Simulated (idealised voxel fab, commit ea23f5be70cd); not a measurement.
A process module follows: voxel wiring stack.
FYI the section here is cut, 190 nm wide, cells are 5 nm squares.
A cross-section is written here as square cells arranged in a grid, and it is given in bands from the top down, each band taking up one or more rows of cells.
Basically the band line says how high the top is and how high the bottom is, in nm, and then what's in it from left to right, every material with its width in nm. Empty space shows up as "air", and if a single material carries "full width" it runs the full band edge to edge.
We count height from 0. Below that, the starting wafer is all one material. The lowest band never ends at the bottom but goes on down; see "top 0, no bottom" for how that is written.
Think of "30->40" as a width that walks from the first number to the second as you go down the band, top row to bottom row, taking equal-sized steps from row to row.
Reading "left unchanged" for a step: not a cell of the cross-section changed in it.
"Sealed internal voids" means: voids of 8 cells or more that are shut off from the top with no open way through. Written width x height at distance, distance from the left edge, in nm.
Where a step's line continues beyond its settings, the continuation is a remark by the simulator itself on that step.
If you see "overlay nm" on a step's line and that step has a mask, it's telling you how far right of where it was planned the mask ended up; a negative number means it went left instead.
Read the rest as pairs. Take the cross-section before one process step, then the cross-section after it, which shows only down to the lowest band that changed. Under the pair, find the step between them and its settings. Bear in mind that pairs may come from different runs of this module on the same starting wafer: link a pair to the pair above it only where its entry headed "Structure before processing" says to.

Structure before processing
    top 35, bottom 30 = 25 of TiN, then 20 of air, then 40 of TiN, then 20 of air, then 40 of TiN, then 20 of air, then 25 of TiN
    top 30, bottom 20 = 20 of lowk, then 5 of TiN, then 20 of air, then 5 of TiN, then 30 of lowk, then 5 of TiN, then 20 of air, then 5 of TiN, then 30 of lowk, then 5 of TiN, then 20 of air, then 5 of TiN, then 20 of lowk
    top 20, bottom 15 = 20 of lowk, then 30 of TiN, then 30 of lowk, then 30 of TiN, then 30 of lowk, then 30 of TiN, then 20 of lowk
    top 15, bottom 10 = lowk full width
    top 10, bottom 0 = SiO2 full width
    top 0, no bottom = Si full width
    Sealed internal voids: none

Step Outcome
    top 45, bottom 35 = Cu full width
    top 35, bottom 30 = 25 of TiN, then 20 of Cu, then 40 of TiN, then 20 of Cu, then 40 of TiN, then 20 of Cu, then 25 of TiN
    top 30, bottom 20 = 20 of lowk, then 5 of TiN, then 20 of Cu, then 5 of TiN, then 30 of lowk, then 5 of TiN, then 20 of Cu, then 5 of TiN, then 30 of lowk, then 5 of TiN, then 20 of Cu, then 5 of TiN, then 20 of lowk
    Under the height 20 nothing was changed.
    Sealed internal voids: none
The step occurring between the two cross-sections depicted above is identified as FILL_DEP: material Cu, thk nm 10

Structure before processing: The cross-section prior to this step is the one presented after the step of the pair immediately above.

Step Outcome
    top 30, bottom 20 = 20 of lowk, then 5 of TiN, then 20 of Cu, then 5 of TiN, then 30 of lowk, then 5 of TiN, then 20 of Cu, then 5 of TiN, then 30 of lowk, then 5 of TiN, then 20 of Cu, then 5 of TiN, then 20 of lowk
    Under the height 20 nothing was changed.
    Sealed internal voids: none
The step occurring between the two cross-sections depicted above is identified as CMP: height nm 30

Structure before processing: The cross-section prior to this step is the one presented after the step of the pair immediately above.

Step Outcome
    top 35, bottom 30 = 15 of air, then 40 of Ru, then 20 of air, then 40 of Ru, then 20 of air, then 40 of Ru, then 15 of air
    Under the height 30 nothing was changed.
    Sealed internal voids: none
The step occurring between the two cross-sections depicted above is identified as EPI: material Ru, thk nm 5

Structure before processing: The cross-section prior to this step is the one presented after the step of the pair immediately above.

Step Outcome
    top 40, bottom 35 = SiCN full width
    top 35, bottom 30 = 15 of SiCN, then 40 of Ru, then 20 of SiCN, then 40 of Ru, then 20 of SiCN, then 40 of Ru, then 15 of SiCN
    Under the height 30 nothing was changed.
    Sealed internal voids: none
The step occurring between the two cross-sections depicted above is identified as FILL_DEP: material SiCN, thk nm 5

Structure before processing: The cross-section prior to this step is the one presented after the step of the pair immediately above.

Step Outcome
    top 55, bottom 40 = SiO2 full width
    Under the height 40 nothing was changed.
    Sealed internal voids: none
The step occurring between the two cross-sections depicted above is identified as DIRECTIONAL_DEP: material SiO2, thk nm 15

Structure before processing: The cross-section prior to this step is the one presented after the step of the pair immediately above.

Step Outcome
    top 75, bottom 55 = 20 of resist, then 15 of air, then 45 of resist, then 15 of air, then 45 of resist, then 15 of air, then 35 of resist
    Under the height 55 nothing was changed.
    Sealed internal voids: none
The step occurring between the two cross-sections depicted above is identified as PATTERN: tone open, mask id PLUG_1, material resist, width nm 15, pitch nm 60, thk nm 20, overlay nm 0

Structure before processing: The cross-section prior to this step is the one presented after the step of the pair immediately above.

Step Outcome
    top 75, bottom 55 = 20 of resist, then 15 of air, then 45 of resist, then 15 of air, then 45 of resist, then 15 of air, then 35 of resist
    top 55, bottom 40 = 20 of SiO2, then 15 of air, then 45 of SiO2, then 15 of air, then 45 of SiO2, then 15 of air, then 35 of SiO2
    Under the height 40 nothing was changed.
    Sealed internal voids: none
The step occurring between the two cross-sections depicted above is identified as DIRECTIONAL_ETCH: etch materials SiO2, depth nm 15

Structure before processing: The cross-section prior to this step is the one presented after the step of the pair immediately above.

Step Outcome
    top 75, bottom 55 = 20 of resist, then 15 of air, then 45 of resist, then 15 of air, then 45 of resist, then 15 of air, then 35 of resist
    top 55, bottom 40 = 20 of SiO2, then 15 of air, then 45 of SiO2, then 15 of air, then 45 of SiO2, then 15 of air, then 35 of SiO2
    top 40, bottom 35 = 20 of SiCN, then 15 of air, then 45 of SiCN, then 15 of air, then 45 of SiCN, then 15 of air, then 35 of SiCN
    Under the height 35 nothing was changed.
    Sealed internal voids: none
The step occurring between the two cross-sections depicted above is identified as DIRECTIONAL_ETCH: etch materials SiCN, depth nm 5

Structure before processing: The cross-section prior to this step is the one presented after the step of the pair immediately above.

Step Outcome
    top 55, bottom 40 = 20 of SiO2, then 15 of air, then 45 of SiO2, then 15 of air, then 45 of SiO2, then 15 of air, then 35 of SiO2
    Under the height 40 nothing was changed.
    Sealed internal voids: none
The step occurring between the two cross-sections depicted above is identified as STRIP: etch materials resist

Structure before processing: The cross-section prior to this step is the one presented after the step of the pair immediately above.

Step Outcome
    top 60, bottom 55 = 25 of TiN, then 5 of air, then 55 of TiN, then 5 of air, then 55 of TiN, then 5 of air, then 40 of TiN
    top 55, bottom 40 = 20 of SiO2, then 5 of TiN, then 5 of air, then 5 of TiN, then 45 of SiO2, then 5 of TiN, then 5 of air, then 5 of TiN, then 45 of SiO2, then 5 of TiN, then 5 of air, then 5 of TiN, then 35 of SiO2
    top 40, bottom 35 = 20 of SiCN, then 15 of TiN, then 45 of SiCN, then 15 of TiN, then 45 of SiCN, then 15 of TiN, then 35 of SiCN
    Under the height 35 nothing was changed.
    Sealed internal voids: none
The step occurring between the two cross-sections depicted above is identified as CONFORMAL_DEP: material TiN, thk nm 5

Structure before processing: The cross-section prior to this step is the one presented after the step of the pair immediately above.

Step Outcome
    top 70, bottom 60 = Ru full width
    top 60, bottom 55 = 25 of TiN, then 5 of Ru, then 55 of TiN, then 5 of Ru, then 55 of TiN, then 5 of Ru, then 40 of TiN
    top 55, bottom 40 = 20 of SiO2, then 5 of TiN, then 5 of Ru, then 5 of TiN, then 45 of SiO2, then 5 of TiN, then 5 of Ru, then 5 of TiN, then 45 of SiO2, then 5 of TiN, then 5 of Ru, then 5 of TiN, then 35 of SiO2
    Under the height 40 nothing was changed.
    Sealed internal voids: none
The step occurring between the two cross-sections depicted above is identified as FILL_DEP: material Ru, thk nm 10

Structure before processing: The cross-section prior to this step is the one presented after the step of the pair immediately above.

Step Outcome
    top 55, bottom 40 = 20 of SiO2, then 5 of TiN, then 5 of Ru, then 5 of TiN, then 45 of SiO2, then 5 of TiN, then 5 of Ru, then 5 of TiN, then 45 of SiO2, then 5 of TiN, then 5 of Ru, then 5 of TiN, then 35 of SiO2
    Under the height 40 nothing was changed.
    Sealed internal voids: none
The step occurring between the two cross-sections depicted above is identified as CMP: height nm 55

Structure before processing: The cross-section prior to this step is the one presented after the step of the pair immediately above.

Step Outcome
    top 60, bottom 55 = TiN full width
    Under the height 55 nothing was changed.
    Sealed internal voids: none
The step occurring between the two cross-sections depicted above is identified as DIRECTIONAL_DEP: material TiN, thk nm 5

Structure before processing: The cross-section prior to this step is the one presented after the step of the pair immediately above.

Step Outcome
    top 80, bottom 60 = W full width
    Under the height 60 nothing was changed.
    Sealed internal voids: none
The step occurring between the two cross-sections depicted above is identified as DIRECTIONAL_DEP: material W, thk nm 20

Structure before processing: The cross-section prior to this step is the one presented after the step of the pair immediately above.

Step Outcome
    top 80, bottom 60 = 20 of air, then 30 of W, then 30 of air, then 30 of W, then 30 of air, then 30 of W, then 20 of air
    Under the height 60 nothing was changed.
    Sealed internal voids: none
The step occurring between the two cross-sections depicted above is identified as MASKED_ETCH: tone cover, mask id METAL_2, width nm 30, pitch nm 60, etch materials W, depth nm 20, overlay nm 0

Structure before processing: The cross-section prior to this step is the one presented after the step of the pair immediately above.

Step Outcome
    top 80, bottom 60 = 20 of air, then 30 of W, then 30 of air, then 30 of W, then 30 of air, then 30 of W, then 20 of air
    top 60, bottom 55 = 20 of air, then 30 of TiN, then 30 of air, then 30 of TiN, then 30 of air, then 30 of TiN, then 20 of air
    Under the height 55 nothing was changed.
    Sealed internal voids: none
The step occurring between the two cross-sections depicted above is identified as MASKED_ETCH: tone cover, mask id METAL_2, width nm 30, pitch nm 60, etch materials TiN, depth nm 5, overlay nm 0

Structure before processing: The cross-section prior to this step is the one presented after the step of the pair immediately above.

Step Outcome
    top 85, bottom 80 = SiO2 full width
    top 80, bottom 60 = 20 of SiO2, then 30 of W, then 30 of SiO2, then 30 of W, then 30 of SiO2, then 30 of W, then 20 of SiO2
    top 60, bottom 55 = 20 of SiO2, then 30 of TiN, then 30 of SiO2, then 30 of TiN, then 30 of SiO2, then 30 of TiN, then 20 of SiO2
    Under the height 55 nothing was changed.
    Sealed internal voids: none
The step occurring between the two cross-sections depicted above is identified as FILL_DEP: material SiO2, thk nm 5

Structure before processing: The cross-section prior to this step is the one presented after the step of the pair immediately above.

Step Outcome
    top 80, bottom 60 = 20 of SiO2, then 30 of W, then 30 of SiO2, then 30 of W, then 30 of SiO2, then 30 of W, then 20 of SiO2
    Under the height 60 nothing was changed.
    Sealed internal voids: none
The step occurring between the two cross-sections depicted above is identified as CMP: height nm 80

Structure before processing: The cross-section prior to this step is the one presented after the step of the pair immediately above.

Step Outcome
    top 85, bottom 80 = SiCN full width
    Under the height 80 nothing was changed.
    Sealed internal voids: none
The step occurring between the two cross-sections depicted above is identified as CONFORMAL_DEP: material SiCN, thk nm 5

Structure before processing
    top 80, bottom 60 = W full width
    top 60, bottom 55 = TiN full width
    top 55, bottom 40 = 20 of SiO2, then 5 of TiN, then 5 of Ru, then 5 of TiN, then 45 of SiO2, then 5 of TiN, then 5 of Ru, then 5 of TiN, then 45 of SiO2, then 5 of TiN, then 5 of Ru, then 5 of TiN, then 35 of SiO2
    top 40, bottom 35 = 20 of SiCN, then 15 of TiN, then 45 of SiCN, then 15 of TiN, then 45 of SiCN, then 15 of TiN, then 35 of SiCN
    top 35, bottom 30 = 15 of SiCN, then 40 of Ru, then 20 of SiCN, then 40 of Ru, then 20 of SiCN, then 40 of Ru, then 15 of SiCN
    top 30, bottom 15 = 20 of lowk, then 5 of TiN, then 20 of Cu, then 5 of TiN, then 30 of lowk, then 5 of TiN, then 20 of Cu, then 5 of TiN, then 30 of lowk, then 5 of TiN, then 20 of Cu, then 5 of TiN, then 20 of lowk
    top 15, bottom 10 = 20 of SiN, then 30 of TiN, then 30 of SiN, then 30 of TiN, then 30 of SiN, then 30 of TiN, then 20 of SiN
    top 10, bottom 0 = SiO2 full width
    top 0, no bottom = Si full width
    Sealed internal voids: none

Step Outcome
    top 80, bottom 60 = 20 of W, then 30 of air, then 30 of W, then 30 of air, then 30 of W, then 30 of air, then 20 of W
    Under the height 60 nothing was changed.
    Sealed internal voids: none
The step occurring between the two cross-sections depicted above is identified as MASKED_ETCH: tone open, mask id METAL_2, width nm 30, pitch nm 60, etch materials W, depth nm 20, overlay nm 0

Structure before processing: The cross-section prior to this step is the one presented after the step of the pair immediately above.

Step Outcome
    top 85, bottom 80 = SiO2 full width
    top 80, bottom 60 = 20 of W, then 30 of SiO2, then 30 of W, then 30 of SiO2, then 30 of W, then 30 of SiO2, then 20 of W
    Under the height 60 nothing was changed.
    Sealed internal voids: none
The step occurring between the two cross-sections depicted above is identified as FILL_DEP: material SiO2, thk nm 5

Structure before processing: The cross-section prior to this step is the one presented after the step of the pair immediately above.

Step Outcome
    top 80, bottom 60 = 20 of W, then 30 of SiO2, then 30 of W, then 30 of SiO2, then 30 of W, then 30 of SiO2, then 20 of W
    Under the height 60 nothing was changed.
    Sealed internal voids: none
The step occurring between the two cross-sections depicted above is identified as CMP: height nm 80

Structure before processing: The cross-section prior to this step is the one presented after the step of the pair immediately above.

Step Outcome
    top 85, bottom 80 = SiCN full width
    Under the height 80 nothing was changed.
    Sealed internal voids: none
The step occurring between the two cross-sections depicted above is identified as CONFORMAL_DEP: material SiCN, thk nm 5
